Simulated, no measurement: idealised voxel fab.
Process module in this document: voxel lift off
It is cross-section cut that appears here, measuring 295 nm in width, its square cells being 5 nm in size.
Heads up, the way a cross-section reads in here is a grid of square cells, handed over as bands from the top down, with every band being one or more rows of cells.
In this notation a band is specified by the heights of its top and bottom, in that order and in nm, after which its materials appear from left to right, each paired with its width in nm. The word "full width" attached to a single material means that material fills the band from edge to edge; the word "air" stands for empty space.
Convention: height 0 is the level below which the wafer, as received, is all one material. The lowest band does not terminate at the bottom but continues downward, represented as "0 down".
The expression "30->40" gives the width at the extremes of the band, the first number at its top row of cells and the second at its bottom row, with the width changing by equal amounts from each row to the next in between.
Take "no modification" at face value: in the step it is given for, the cross-section changed in none of its cells.
Closed-off voids of 8+ cells (no open route to the top) go in "Sealed void list", written width x height at distance from the left edge, in nm.
Note: text after step settings on the step line = simulator remark on that step.
overlay nm: on a step with a mask, how far right of its planned place the mask lay; negative means left.
# The process steps that were planned are listed below
1: RECEIVE with material Si
2: CONFORMAL_DEP with material SiN, thk nm 5
3: PATTERN with tone open, mask id LINES, material resist, width nm 25, pitch nm 55, thk nm 30, overlay nm 0
4: DIRECTIONAL_DEP with material Ru, thk nm 15
5: STRIP with etch materials resist
6: CONFORMAL_DEP with material SiN, thk nm 10
# Cross-section of the incoming wafer, state after step 1
> 0 down: Si full width
> Sealed void list: none
# First of two wafers at the end of the module, shown in cross-section; run carried out as planned
> 30 to 20: 40 of air / 45 of SiN / 10 of air / 45 of SiN / 10 of air / 45 of SiN / 10 of air / 45 of SiN / 45 of air
> 20 to 15: 40 of air / 10 of SiN / 25 of Ru / 10 of SiN / 10 of air / 10 of SiN / 25 of Ru / 10 of SiN / 10 of air / 10 of SiN / 25 of Ru / 10 of SiN / 10 of air / 10 of SiN / 25 of Ru / 10 of SiN / 45 of air
> 15 to 5: 50 of SiN / 25 of Ru / 30 of SiN / 25 of Ru / 30 of SiN / 25 of Ru / 30 of SiN / 25 of Ru / 55 of SiN
> 5 to 0: SiN full width
> 0 down: Si full width
> Sealed void list: none
# What the second wafer looks like in cross-section once the module is done. Its start and its plan matched the first wafer's exactly; what differed was one mistake in how it was run
> 20 to 5: 50 of air / 25 of Ru / 30 of air / 25 of Ru / 30 of air / 25 of Ru / 30 of air / 25 of Ru / 55 of air
> 5 to 0: SiN full width
> 0 down: Si full width
> Sealed void list: none
Want to know what went wrong? the plan's step 6 was left out and never carried out
In the final state, the cell counts of the second wafer exceed or fall short of those of the first for the following materials: SiN -166
